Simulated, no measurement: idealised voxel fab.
process module | voxel self aligned vias
We display cut, a cross-section 250 nm in width whose square cells are each 5 nm.
When this document writes out a cross-section, it uses a grid of square cells and lists it as bands, beginning at the top and moving down, with a band standing for one or more rows of cells. Band: top and bottom heights (nm) first, top before bottom; then materials from left to right, widths in nm. "all across" marks a sole material filling the band edge to edge. "blank" denotes empty space. It should be noted that heights are counted from 0, beneath which the wafer as supplied is of one material throughout, and that the lowest band possesses no lower boundary but continues downward, as written in "from 0 down". Read "30..40" as a graded width: first number on top, second number at the bottom, same change between each pair of neighbouring rows. "no change occurred" (step): cross-section cells unchanged, all of them. Heads up: "Non-vented voids" only lists the empty pockets with no open path to the top that are 8 cells or more, and it writes them as width x height at distance, distance from the left edge, in nm. That trailing text on a step's line, after the settings, is the simulator's own remark on the step. Each step line may optionally specify "overlay nm", which for a step with a mask gives the rightward distance between the mask's planned place and where it lay, a negative value indicating the leftward direction.
-- Intended process steps
step 1: RECEIVE with material Si
step 2: CONFORMAL_DEP with material SiO2, thk nm 15
step 3: CONFORMAL_DEP with material SiCN, thk nm 5
step 4: DIRECTIONAL_DEP with material SiO2, thk nm 20
step 5: MASKED_ETCH with tone open, mask id LINES, width nm 20, pitch nm 60, etch materials SiO2, depth nm 20, overlay nm 0
step 6: CONFORMAL_DEP with material TiN, thk nm 5
step 7: FILL_DEP with material Ru, thk nm 5
step 8: CMP with height nm 40
step 9: SELECTIVE_ETCH with etch materials W Ru TiN, depth nm 10
step 10: FILL_DEP with material SiN, thk nm 5
step 11: CMP with height nm 40
step 12: DIRECTIONAL_DEP with material SiO2, thk nm 15
step 13: PATTERN with tone open, mask id VIAS, material resist, width nm 30, pitch nm 120, thk nm 20, overlay nm 0
step 14: DIRECTIONAL_ETCH with etch materials SiO2, depth nm 15
step 15: DIRECTIONAL_ETCH with etch materials SiN, depth nm 10
step 16: STRIP with etch materials resist
step 17: CONFORMAL_DEP with material TiN, thk nm 5
step 18: FILL_DEP with material Ru, thk nm 10
step 19: CMP with height nm 55
step 20: CONFORMAL_DEP with material SiN, thk nm 5
-- Cross-section of the wafer as it came to us, i.e., already through step 1
    from 0 down: Si all across
    Non-vented voids: none
-- First of two wafers at the end of the module, shown in cross-section; run carried out as planned
    from 60 to 55: SiN all across
    from 55 to 45: 50 of SiO2 | 5 of TiN | 20 of Ru | 5 of TiN | 90 of SiO2 | 5 of TiN | 20 of Ru | 5 of TiN | 50 of SiO2
    from 45 to 40: 50 of SiO2 | 10 of TiN | 10 of Ru | 10 of TiN | 90 of SiO2 | 10 of TiN | 10 of Ru | 10 of TiN | 50 of SiO2
    from 40 to 35: 55 of SiO2 | 5 of TiN | 10 of Ru | 5 of TiN | 40 of SiO2 | 20 of SiN | 40 of SiO2 | 5 of TiN | 10 of Ru | 5 of TiN | 55 of SiO2
    from 35 to 30: 55 of SiO2 | 20 of TiN | 40 of SiO2 | 20 of SiN | 40 of SiO2 | 20 of TiN | 55 of SiO2
    from 30 to 25: 55 of SiO2 | 5 of TiN | 10 of Ru | 5 of TiN | 40 of SiO2 | 5 of TiN | 10 of Ru | 5 of TiN | 40 of SiO2 | 5 of TiN | 10 of Ru | 5 of TiN | 55 of SiO2
    from 25 to 20: 55 of SiO2 | 20 of TiN | 40 of SiO2 | 20 of TiN | 40 of SiO2 | 20 of TiN | 55 of SiO2
    from 20 to 15: SiCN all across
    from 15 to 0: SiO2 all across
    from 0 down: Si all across
    Non-vented voids: none
-- Cross-section, wafer two of two, end of module: same start and plan as wafer one, one error in execution
    from 60 to 55: SiN all across
    from 55 to 45: 50 of SiO2 | 5 of TiN | 20 of Ru | 5 of TiN | 90 of SiO2 | 5 of TiN | 20 of Ru | 5 of TiN | 50 of SiO2
    from 45 to 40: 50 of SiO2 | 30 of TiN | 90 of SiO2 | 30 of TiN | 50 of SiO2
    from 40 to 30: 50 of SiN | 5 of TiN | 20 of SiO2 | 5 of TiN | 35 of SiN | 20 of SiO2 | 35 of SiN | 5 of TiN | 20 of SiO2 | 5 of TiN | 50 of SiN
    from 30 to 25: 50 of Ru | 5 of TiN | 20 of SiO2 | 5 of TiN | 30 of Ru | 5 of TiN | 20 of SiO2 | 5 of TiN | 30 of Ru | 5 of TiN | 20 of SiO2 | 5 of TiN | 50 of Ru
    from 25 to 20: 55 of TiN | 20 of SiO2 | 40 of TiN | 20 of SiO2 | 40 of TiN | 20 of SiO2 | 55 of TiN
    from 20 to 15: SiCN all across
    from 15 to 0: SiO2 all across
    from 0 down: Si all across
    Non-vented voids: none
Want to know what went wrong? step 5 changed vs plan, executed as MASKED_ETCH with tone cover, mask id LINES, width nm 20, pitch nm 60, etch materials SiO2, depth nm 20, overlay nm 0
The final cell counts differ between the wafers, with the second having more or fewer of some materials than the first: Ru: 18 more; SiN: 60 more; SiO2: 104 fewer; TiN: 26 more
